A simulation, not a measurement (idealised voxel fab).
process module | voxel air gaps
cross-section cut | 245 nm wide | cells 5 nm
A cross-section is a grid of square cells, given in bands from the top down. A band is one or more rows of cells.
Each band's line starts with the height of the band's top and of its bottom, in nm. Then come its materials from left to right, each with its width in nm. One material with "throughout" fills the band from edge to edge. "air" is empty space.
Height 0 is the level under which the wafer as received is all one material. The lowest band goes on downwards, as in "0 down".
A width such as "30 to 40" changes by the same amount from each row of cells to the next, from the band's top row to its bottom row.
"no change" after a step means that no cell of the cross-section changed.
closed voids: empty space of 8 cells or more with no open way to the top, each as width x height at its distance from the left edge, in nm
after a step's settings: what the simulator itself notes on the step
overlay nm, on a step with a mask: how far to the right of its planned place the mask lay; to the left if negative
plan
1 op RECEIVE | material Si
2 op CONFORMAL_DEP | material SiO2 | thk nm 10
3 op CONFORMAL_DEP | material SiN | thk nm 5
4 op DIRECTIONAL_DEP | material lowk | thk nm 35
5 op DIRECTIONAL_DEP | material aC | thk nm 10
6 op PATTERN | tone open | mask id LINES | material resist | width nm 20 | pitch nm 50 | thk nm 25 | overlay nm 0
7 op DIRECTIONAL_ETCH | etch materials aC | depth nm 10
8 op STRIP | etch materials resist
9 op DIRECTIONAL_ETCH | etch materials lowk | depth nm 35
10 op STRIP | etch materials aC
11 op CONFORMAL_DEP | material TiN | thk nm 5
12 op FILL_DEP | material Ru | thk nm 5
13 op CMP | height nm 50
14 op EPI | material Ru | thk nm 10
15 op SELECTIVE_ETCH | etch materials lowk | depth nm 45
16 op CONFORMAL_DEP | material SiCN | thk nm 5
as received, after step 1
  0 down: Si throughout
  closed voids: none
a wafer at the end: this start, this plan, one mistake
  65 to 60: air 45 | SiCN 155 | air 45
  60 to 50: air 45 | SiCN 5 | Ru 45 | SiCN 5 | Ru 45 | SiCN 5 | Ru 45 | SiCN 5 | air 45
  50 to 45: air 45 | SiCN 15 | TiN 5 | Ru 15 | TiN 5 | SiCN 25 | TiN 5 | Ru 15 | TiN 5 | SiCN 25 | TiN 5 | Ru 15 | TiN 5 | SiCN 15 | air 45
  45 to 20: air 55 | SiCN 5 | TiN 5 | Ru 15 | TiN 5 | SiCN 5 | air 15 | SiCN 5 | TiN 5 | Ru 15 | TiN 5 | SiCN 5 | air 15 | SiCN 5 | TiN 5 | Ru 15 | TiN 5 | SiCN 5 | air 55
  20 to 15: SiCN 60 | TiN 25 | SiCN 25 | TiN 25 | SiCN 25 | TiN 25 | SiCN 60
  15 to 10: SiN throughout
  10 to 0: SiO2 throughout
  0 down: Si throughout
  closed voids: 15 x 25 at 90; 15 x 25 at 140
what went wrong: step 6 ran as: op PATTERN | tone open | mask id LINES | material resist | width nm 25 | pitch nm 50 | thk nm 25 | overlay nm 0
